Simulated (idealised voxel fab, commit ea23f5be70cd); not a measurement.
The name of this process module is voxel capacitor over wiring.
Cross-section cut: width 295 nm, square cells of 5 nm.
The cross-sections in this document take the form of a grid made of square cells. They are written out as bands, in order from top to bottom. Each band consists of one or more rows of cells. Heads up on the band format: heights come first, top then bottom, in nm. After that it's the materials left to right, each with its width in nm. A single material flagged "all across" fills the whole band edge to edge, and "blank" means there's empty space there. Zero point of the height axis is 0; under it, received wafer = one material. Lowest band: continues down indefinitely, "0..down". When a width is written as two numbers, as in "30..40", the first number is the width in the top row of cells of the band and the second is the width in its bottom row, and the width changes by the same amount from each row to the next. Given "nothing changed" for a step, no cell of the cross-section differs between before and after that step. "Entrapped voids": sealed empty spaces, 8 cells or more, no open way to top, listed width x height at distance, with distance from the left edge and width, height and distance in nm. Formally, on a step line, whatever follows the settings is a remark that the simulator itself makes on the step. overlay nm: on a step with a mask, how far right of its planned place the mask lay; negative means left.
This section lists the process steps that were planned:
1. RECEIVE,material Si
2. CONFORMAL_DEP,material SiO2,thk nm 15
3. DIRECTIONAL_DEP,material TiN,thk nm 5
4. DIRECTIONAL_DEP,material W,thk nm 15
5. PATTERN,tone cover,mask id METAL_1,material resist,width nm 25,pitch nm 95,thk nm 15,overlay nm 0
6. DIRECTIONAL_ETCH,etch materials W,depth nm 15
7. DIRECTIONAL_ETCH,etch materials TiN,depth nm 5
8. STRIP,etch materials resist
9. CONFORMAL_DEP,material SiCN,thk nm 5
10. FILL_DEP,material SiO2,thk nm 5
11. CMP,height nm 35
12. CONFORMAL_DEP,material SiCN,thk nm 5
13. DIRECTIONAL_DEP,material lowk,thk nm 15
14. MASKED_ETCH,tone open,mask id PLUG_1,width nm 15,etch materials lowk,depth nm 15,overlay nm 0
15. MASKED_ETCH,tone open,mask id PLUG_1,width nm 15,etch materials SiCN,depth nm 5,overlay nm 0
16. CONFORMAL_DEP,material TiN,thk nm 5
17. FILL_DEP,material Ru,thk nm 5
18. CMP,height nm 55
19. DIRECTIONAL_DEP,material TiN,thk nm 5
20. DIRECTIONAL_DEP,material Al2O3,thk nm 5
21. DIRECTIONAL_DEP,material TiN,thk nm 5
22. DIRECTIONAL_DEP,material aC,thk nm 15
23. PATTERN,tone cover,mask id UPPER_PLATE,material resist,width nm 75,thk nm 35,overlay nm 0
24. DIRECTIONAL_ETCH,etch materials aC,depth nm 15
25. STRIP,etch materials resist
26. DIRECTIONAL_ETCH,etch materials TiN,depth nm 5
27. DIRECTIONAL_ETCH,etch materials Al2O3,depth nm 5
28. STRIP,etch materials aC
29. DIRECTIONAL_DEP,material aC,thk nm 10
30. PATTERN,tone cover,mask id LOWER_PLATE,material resist,width nm 85,thk nm 25,overlay nm 0
31. DIRECTIONAL_ETCH,etch materials aC,depth nm 10
32. STRIP,etch materials resist
33. DIRECTIONAL_ETCH,etch materials TiN,depth nm 5
34. STRIP,etch materials aC
35. FILL_DEP,material SiO2,thk nm 20
36. CMP,height nm 85
37. PATTERN,tone open,mask id PLUG_2,material resist,width nm 15,thk nm 20,overlay nm 0
38. DIRECTIONAL_ETCH,etch materials SiO2,depth nm 15
39. STRIP,etch materials resist
40. CONFORMAL_DEP,material TiN,thk nm 5
41. FILL_DEP,material W,thk nm 5
42. CMP,height nm 85
43. CONFORMAL_DEP,material SiN,thk nm 5
Cross-section of the wafer at receipt, which is the condition after step 1:
	0..down: Si all across
	Entrapped voids: none
Cross-section, first of two wafers, end of module, run as planned:
	90..85: SiN all across
	85..75: SiO2 105 nm, then TiN 5 nm, then W 5 nm, then TiN 5 nm, then SiO2 175 nm
	75..65: SiO2 105..95 nm, then TiN 15..75 nm, then SiO2 175..125 nm
	65..60: SiO2 95 nm, then Al2O3 75 nm, then SiO2 125 nm
	60..55: SiO2 90 nm, then TiN 85 nm, then SiO2 120 nm
	55..40: lowk 95 nm, then TiN 5 nm, then Ru 5 nm, then TiN 5 nm, then lowk 185 nm
	40..35: SiCN 95 nm, then TiN 15 nm, then SiCN 185 nm
	35..20: SiO2 80 nm, then SiCN 5 nm, then W 25 nm, then SiCN 5 nm, then SiO2 60 nm, then SiCN 5 nm, then W 25 nm, then SiCN 5 nm, then SiO2 85 nm
	20..15: SiCN 85 nm, then TiN 25 nm, then SiCN 70 nm, then TiN 25 nm, then SiCN 90 nm
	15..0: SiO2 all across
	0..down: Si all across
	Entrapped voids: none
Cross-section, wafer two of two, end of module: same start and plan as wafer one, one error in execution:
	90..85: SiN all across
	85..75: SiO2 105 nm, then TiN 5 nm, then W 5 nm, then TiN 5 nm, then SiO2 175 nm
	75..65: SiO2 105..95 nm, then TiN 15..75 nm, then SiO2 175..125 nm
	65..60: SiO2 95 nm, then Al2O3 75 nm, then SiO2 125 nm
	60..55: SiO2 90 nm, then TiN 85 nm, then SiO2 120 nm
	55..40: lowk 95 nm, then TiN 5 nm, then Ru 5 nm, then TiN 5 nm, then lowk 185 nm
	40..35: SiCN 95 nm, then TiN 15 nm, then SiCN 185 nm
	35..25: SiO2 80 nm, then SiCN 5 nm, then W 25 nm, then SiCN 5 nm, then SiO2 60 nm, then SiCN 5 nm, then W 25 nm, then SiCN 5 nm, then SiO2 85 nm
	25..20: SiCN 85 nm, then W 25 nm, then SiCN 70 nm, then W 25 nm, then SiCN 90 nm
	20..5: SiO2 all across
	5..0: TiN all across
	0..down: Si all across
	Entrapped voids: none
Error vs. plan: steps 2 and 3: order swapped relative to plan
The closing comparison, in cells, has the second wafer with more or fewer of some materials than the first: -4 SiCN, -45 SiO2, +49 TiN
